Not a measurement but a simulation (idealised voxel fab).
Process module name: voxel self aligned vias
cross-section cut | 255 nm wide | cells 5 nm
Cross-section spec: square-cell grid; bands listed top down; each band is one or more rows. Band entry format. Leading values: height of top, height of bottom, nm. Remainder: materials in left-to-right order, each with its width in nm. Special words: "edge to edge" on a single material, which then fills the band edge to edge; "blank", empty space. Height datum 0, below which the as-received substrate wafer is one material. Lowest band open at the bottom, running downward: "top 0, no bottom". So if you see something like "30->40" for the width, read it as the top row of the band sitting at the first number and the bottom row at the second, with every row in between moving by the same amount as the last. Reading "no modification" for a step: not a cell of the cross-section changed in it. Entry "Voids, fully enclosed" = empty spaces >= 8 cells with no open way to the top; each as width x height at distance, distance from left edge, all nm. after a step's settings: what the simulator itself notes on the step. On any step carrying a mask, the "overlay nm" setting, if present on the step's line, tells how far right of its planned place the mask lay; negative values point to the left.

# The process steps that were planned are listed below
1 RECEIVE | material Si
2 CONFORMAL_DEP | material SiO2 | thk nm 15
3 CONFORMAL_DEP | material SiCN | thk nm 5
4 DIRECTIONAL_DEP | material SiO2 | thk nm 25
5 PATTERN | tone open | mask id LINES | material resist | width nm 30 | pitch nm 70 | thk nm 20 | overlay nm 0
6 DIRECTIONAL_ETCH | etch materials SiO2 | depth nm 25
7 STRIP | etch materials resist
8 CONFORMAL_DEP | material TiN | thk nm 5
9 FILL_DEP | material W | thk nm 5
10 CMP | height nm 45
11 SELECTIVE_ETCH | etch materials W Ru TiN | depth nm 5
12 FILL_DEP | material SiN | thk nm 5
13 CMP | height nm 45
14 DIRECTIONAL_DEP | material SiO2 | thk nm 20
15 PATTERN | tone open | mask id VIAS | material resist | width nm 40 | pitch nm 70 | thk nm 20 | overlay nm 0
16 DIRECTIONAL_ETCH | etch materials SiO2 | depth nm 20
17 DIRECTIONAL_ETCH | etch materials SiN | depth nm 5
18 STRIP | etch materials resist
19 CONFORMAL_DEP | material TiN | thk nm 5
20 FILL_DEP | material W | thk nm 5
21 CMP | height nm 65
22 CONFORMAL_DEP | material SiN | thk nm 5

# The cross-section here shows the wafer as received, i.e. in its state after step 1
* top 0, no bottom | Si edge to edge
* Voids, fully enclosed: none

# This is how the wafer looks in cross-section once the module is done, given the starting state and plan above and one mistake in carrying the plan out
* top 70, bottom 65 | SiN edge to edge
* top 65, bottom 50 | 70 SiO2, then 5 TiN, then 30 W, then 5 TiN, then 30 SiO2, then 5 TiN, then 30 W, then 5 TiN, then 75 SiO2
* top 50, bottom 45 | 70 SiO2, then 10 TiN, then 20 W, then 10 TiN, then 30 SiO2, then 10 TiN, then 20 W, then 10 TiN, then 75 SiO2
* top 45, bottom 40 | 75 SiO2, then 30 TiN, then 40 SiO2, then 30 TiN, then 80 SiO2
* top 40, bottom 25 | 75 SiO2, then 5 TiN, then 20 W, then 5 TiN, then 40 SiO2, then 5 TiN, then 20 W, then 5 TiN, then 80 SiO2
* top 25, bottom 20 | 75 SiO2, then 30 TiN, then 40 SiO2, then 30 TiN, then 80 SiO2
* top 20, bottom 5 | SiO2 edge to edge
* top 5, bottom 0 | SiCN edge to edge
* top 0, no bottom | Si edge to edge
* Voids, fully enclosed: none
Diagnosis: steps 2 and 3 got flipped, so each one ran where the other should have
